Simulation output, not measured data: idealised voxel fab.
Module name: voxel trench capacitor (process module)
Shown is cross-section cut, with a width of 230 nm and square cells of size 5 nm.
Think of the cross-section as a grid of square cells. We describe it in bands, top to bottom, and each band covers one or more rows of those cells.
Read a band's entry like this: the first values are the height of its top and the height of its bottom in nm, and what follows is the sequence of materials from left to right, each with its width in nm. Note that "air" is empty space, and that a single material marked "throughout" reaches across the band from edge to edge.
All heights in this document are referenced to 0, defined as the level beneath which the wafer, as received, consists entirely of one material. The lowest band is not bounded below; it extends indefinitely downward and is written in the form "0 and below".
The notation "30 to 40" denotes a width that varies across the rows of cells in the band, beginning at the first number in the top row, finishing at the second number in the bottom row, and changing by an identical amount from each row to the next.
Take "no modification" at face value: in the step it is given for, the cross-section changed in none of its cells.
Closed-off voids of 8+ cells (no open route to the top) go in "Closed void table", written width x height at distance from the left edge, in nm.
Heads up: the bit after the settings on a step's line is the simulator's remark on that step.
Regarding "overlay nm": on a step with a mask, it is the distance the mask lay to the right of its planned place; a negative value places it to the left.
Below is the list of planned process steps:
1) RECEIVE with material Si
2) CONFORMAL_DEP with material SiN, thk nm 5
3) DIRECTIONAL_DEP with material aC, thk nm 15
4) PATTERN with tone open, mask id TRENCH, material resist, width nm 20, pitch nm 55, thk nm 35, overlay nm 0
5) DIRECTIONAL_ETCH with etch materials aC, depth nm 15
6) STRIP with etch materials resist
7) DIRECTIONAL_ETCH with etch materials SiN, depth nm 5
8) DIRECTIONAL_ETCH with etch materials Si, depth nm 35
9) STRIP with etch materials aC
10) CONFORMAL_DEP with material HfO2, thk nm 5
11) CONFORMAL_DEP with material TiN, thk nm 5
12) FILL_DEP with material W, thk nm 5
13) CMP with height nm 5
Variable across wafers: step 4 width nm (plan value is that of the first wafer; starting state common to all).
First wafer of several, as received: cross-section after step 1:
* 0 and below  Si throughout
* Closed void table: none
The cross-section of the first of several wafers is given below for the end of the module, after its final step, step 13:
* 5 down to 0  20 nm SiN, then 5 nm HfO2, then 10 nm TiN, then 5 nm HfO2, then 35 nm SiN, then 5 nm HfO2, then 10 nm TiN, then 5 nm HfO2, then 35 nm SiN, then 5 nm HfO2, then 10 nm TiN, then 5 nm HfO2, then 35 nm SiN, then 5 nm HfO2, then 10 nm TiN, then 5 nm HfO2, then 25 nm SiN
* 0 down to -30  20 nm Si, then 5 nm HfO2, then 10 nm TiN, then 5 nm HfO2, then 35 nm Si, then 5 nm HfO2, then 10 nm TiN, then 5 nm HfO2, then 35 nm Si, then 5 nm HfO2, then 10 nm TiN, then 5 nm HfO2, then 35 nm Si, then 5 nm HfO2, then 10 nm TiN, then 5 nm HfO2, then 25 nm Si
* -30 down to -35  20 nm Si, then 20 nm HfO2, then 35 nm Si, then 20 nm HfO2, then 35 nm Si, then 20 nm HfO2, then 35 nm Si, then 20 nm HfO2, then 25 nm Si
* -35 and below  Si throughout
* Closed void table: none
Last wafer, end of module, cross-section:
* 5 down to 0  15 nm SiN, then 5 nm HfO2, then 5 nm TiN, then 15 nm W, then 5 nm TiN, then 5 nm HfO2, then 20 nm SiN, then 5 nm HfO2, then 5 nm TiN, then 15 nm W, then 5 nm TiN, then 5 nm HfO2, then 20 nm SiN, then 5 nm HfO2, then 5 nm TiN, then 15 nm W, then 5 nm TiN, then 5 nm HfO2, then 20 nm SiN, then 5 nm HfO2, then 5 nm TiN, then 15 nm W, then 5 nm TiN, then 5 nm HfO2, then 15 nm SiN
* 0 down to -25  15 nm Si, then 5 nm HfO2, then 5 nm TiN, then 15 nm W, then 5 nm TiN, then 5 nm HfO2, then 20 nm Si, then 5 nm HfO2, then 5 nm TiN, then 15 nm W, then 5 nm TiN, then 5 nm HfO2, then 20 nm Si, then 5 nm HfO2, then 5 nm TiN, then 15 nm W, then 5 nm TiN, then 5 nm HfO2, then 20 nm Si, then 5 nm HfO2, then 5 nm TiN, then 15 nm W, then 5 nm TiN, then 5 nm HfO2, then 15 nm Si
* -25 down to -30  15 nm Si, then 5 nm HfO2, then 25 nm TiN, then 5 nm HfO2, then 20 nm Si, then 5 nm HfO2, then 25 nm TiN, then 5 nm HfO2, then 20 nm Si, then 5 nm HfO2, then 25 nm TiN, then 5 nm HfO2, then 20 nm Si, then 5 nm HfO2, then 25 nm TiN, then 5 nm HfO2, then 15 nm Si
* -30 down to -35  15 nm Si, then 35 nm HfO2, then 20 nm Si, then 35 nm HfO2, then 20 nm Si, then 35 nm HfO2, then 20 nm Si, then 35 nm HfO2, then 15 nm Si
* -35 and below  Si throughout
* Closed void table: none
End of module, by wafer: material-by-material cell gain (+) or loss (-) since receipt, then closed voids:
width nm 20; +72 HfO2; -112 Si; +30 SiN; +56 TiN; Closed void table: none
width nm 25; +76 HfO2; -140 Si; +26 SiN; +60 TiN; +24 W; Closed void table: none
width nm 30; +80 HfO2; -168 Si; +22 SiN; +64 TiN; +48 W; Closed void table: none
width nm 35; +84 HfO2; -196 Si; +18 SiN; +68 TiN; +72 W; Closed void table: none
